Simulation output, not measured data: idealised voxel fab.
The process module that follows is named voxel transistor to metal.
The figure presents cross-section cut, which has a width of 290 nm and is divided into square cells with an edge length of 5 nm.
Each cross-section below is a grid of square cells, stated as bands in top-down order, with one or more rows of cells making up each band.
Quick guide to a band line: top height, bottom height (nm) up front; then every material left to right with its width in nm. Only one material and it's marked "everywhere"? Then it fills the band edge to edge. And "blank" just means empty space.
Ref level 0: as-received wafer is one material below here. Bottom band extends down with no lower bound ("0..down").
Per-row width for "30->40": begins at first number (top row of band), ends at second number (bottom row), increment between rows held constant.
For the purposes of this document, the phrase "remained the same" attached to a step denotes that no cell within the cross-section was modified by that step.
Closed-off voids of 8+ cells (no open route to the top) go in "Closed empty spaces", written width x height at distance from the left edge, in nm.
Anything after a step's settings on that line? It's the simulator's own note about the step.
overlay nm: step with mask; distance mask lay right of planned place; negative value = left of planned place.

**The process steps that were planned are listed below**
- 1: RECEIVE with material Si
- 2: CONFORMAL_DEP with material SiO2, thk nm 5
- 3: CONFORMAL_DEP with material SiN, thk nm 15
- 4: DIRECTIONAL_DEP with material aC, thk nm 10
- 5: PATTERN with tone cover, mask id ACTIVE, material resist, width nm 105, pitch nm 135, thk nm 30, overlay nm 0
- 6: DIRECTIONAL_ETCH with etch materials aC, depth nm 10
- 7: STRIP with etch materials resist
- 8: DIRECTIONAL_ETCH with etch materials SiN, depth nm 15
- 9: DIRECTIONAL_ETCH with etch materials SiO2, depth nm 5
- 10: DIRECTIONAL_ETCH with etch materials Si, depth nm 35
- 11: STRIP with etch materials aC
- 12: OXIDIZE with depth nm 5
- 13: FILL_DEP with material SiO2, thk nm 15
- 14: CMP with height nm 20
- 15: SELECTIVE_ETCH with etch materials SiO2, depth nm 10
- 16: STRIP with etch materials SiN
- 17: SELECTIVE_ETCH with etch materials SiO2, depth nm 5
- 18: OXIDIZE with depth nm 5
- 19: DIRECTIONAL_DEP with material polySi, thk nm 25
- 20: DIRECTIONAL_DEP with material SiCN, thk nm 10
- 21: MASKED_ETCH with tone cover, mask id GATE, width nm 25, pitch nm 135, etch materials SiCN, depth nm 20, overlay nm 0
- 22: MASKED_ETCH with tone cover, mask id GATE, width nm 25, pitch nm 135, etch materials polySi, depth nm 35, overlay nm 0
- 23: CONFORMAL_DEP with material SiO2, thk nm 5
- 24: DIRECTIONAL_ETCH with etch materials SiO2, depth nm 5
- 25: CONFORMAL_DEP with material SiN, thk nm 10
- 26: DIRECTIONAL_ETCH with etch materials SiN, depth nm 10
- 27: DIRECTIONAL_ETCH with etch materials SiO2, depth nm 5
- 28: DIRECTIONAL_ETCH with etch materials Si, depth nm 10
- 29: EPI with material pSi, thk nm 15
- 30: FILL_DEP with material SiO2, thk nm 10
- 31: CMP with height nm 25
- 32: STRIP with etch materials polySi
- 33: SELECTIVE_ETCH with etch materials SiO2, depth nm 5
- 34: CONFORMAL_DEP with material HfO2, thk nm 5
- 35: CONFORMAL_DEP with material TiN, thk nm 5
- 36: FILL_DEP with material W, thk nm 10
- 37: CMP with height nm 20
- 38: DIRECTIONAL_DEP with material SiO2, thk nm 10
- 39: DIRECTIONAL_DEP with material aC, thk nm 15
- 40: PATTERN with tone open, mask id CONTACT, material resist, width nm 20, thk nm 35, overlay nm 0
- 41: DIRECTIONAL_ETCH with etch materials aC, depth nm 15
- 42: STRIP with etch materials resist
- 43: DIRECTIONAL_ETCH with etch materials SiO2, depth nm 20
- 44: STRIP with etch materials aC
- 45: CONFORMAL_DEP with material TiN, thk nm 5
- 46: FILL_DEP with material Ru, thk nm 5
- 47: CMP with height nm 30
- 48: DIRECTIONAL_DEP with material TiN, thk nm 5
- 49: DIRECTIONAL_DEP with material W, thk nm 20
- 50: DIRECTIONAL_DEP with material aC, thk nm 10
- 51: PATTERN with tone cover, mask id METAL_1, material resist, width nm 15, thk nm 25, overlay nm 0
- 52: DIRECTIONAL_ETCH with etch materials aC, depth nm 10
- 53: STRIP with etch materials resist
- 54: DIRECTIONAL_ETCH with etch materials W, depth nm 20
- 55: DIRECTIONAL_ETCH with etch materials TiN, depth nm 5
- 56: STRIP with etch materials aC
- 57: FILL_DEP with material lowk, thk nm 10
- 58: CMP with height nm 55
- 59: CONFORMAL_DEP with material SiCN, thk nm 5
- 60: DIRECTIONAL_DEP with material SiO2, thk nm 35
- 61: MASKED_ETCH with tone open, mask id METAL_2_HOLES, width nm 15, pitch nm 135, etch materials SiO2, depth nm 35, overlay nm 0
- 62: DIRECTIONAL_DEP with material aC, thk nm 10
- 63: PATTERN with tone open, mask id METAL_2, material resist, width nm 20, pitch nm 135, thk nm 25, overlay nm 0
- 64: DIRECTIONAL_ETCH with etch materials aC, depth nm 10
- 65: STRIP with etch materials resist
- 66: DIRECTIONAL_ETCH with etch materials SiO2, depth nm 20
- 67: DIRECTIONAL_ETCH with etch materials SiCN, depth nm 5
- 68: STRIP with etch materials aC
- 69: CONFORMAL_DEP with material TiN, thk nm 5
- 70: FILL_DEP with material Cu, thk nm 10
- 71: CMP with height nm 95
- 72: CONFORMAL_DEP with material SiN, thk nm 5
Every wafer here starts from the same state; it is the step 51 width nm that distinguishes them, and the value the plan gives belongs to the first wafer.

**Cross-section of the first of several received wafers, showing its state after step 1**
* 0..down | Si everywhere
* Closed empty spaces: none

**The table below has one row for each wafer; a row shows, as of the end of the module, how many cells of each material the wafer has gained, marked (+), or lost, marked (-), since it was received, and then the wafer's closed voids**
width nm 15; +20 Cu; +30 HfO2; +24 Ru; -222 Si; +52 SiCN; +98 SiN; +688 SiO2; +110 TiN; +66 W; +230 lowk; +64 pSi; Closed empty spaces: none
width nm 20; +20 Cu; +30 HfO2; +24 Ru; -222 Si; +52 SiCN; +98 SiN; +688 SiO2; +114 TiN; +82 W; +210 lowk; +64 pSi; Closed empty spaces: none
width nm 25; +20 Cu; +30 HfO2; +24 Ru; -222 Si; +52 SiCN; +98 SiN; +688 SiO2; +118 TiN; +98 W; +190 lowk; +64 pSi; Closed empty spaces: none
width nm 30; +20 Cu; +30 HfO2; +24 Ru; -222 Si; +52 SiCN; +98 SiN; +688 SiO2; +122 TiN; +114 W; +170 lowk; +64 pSi; Closed empty spaces: none
width nm 35; +20 Cu; +30 HfO2; +24 Ru; -222 Si; +52 SiCN; +98 SiN; +688 SiO2; +126 TiN; +130 W; +150 lowk; +64 pSi; Closed empty spaces: none
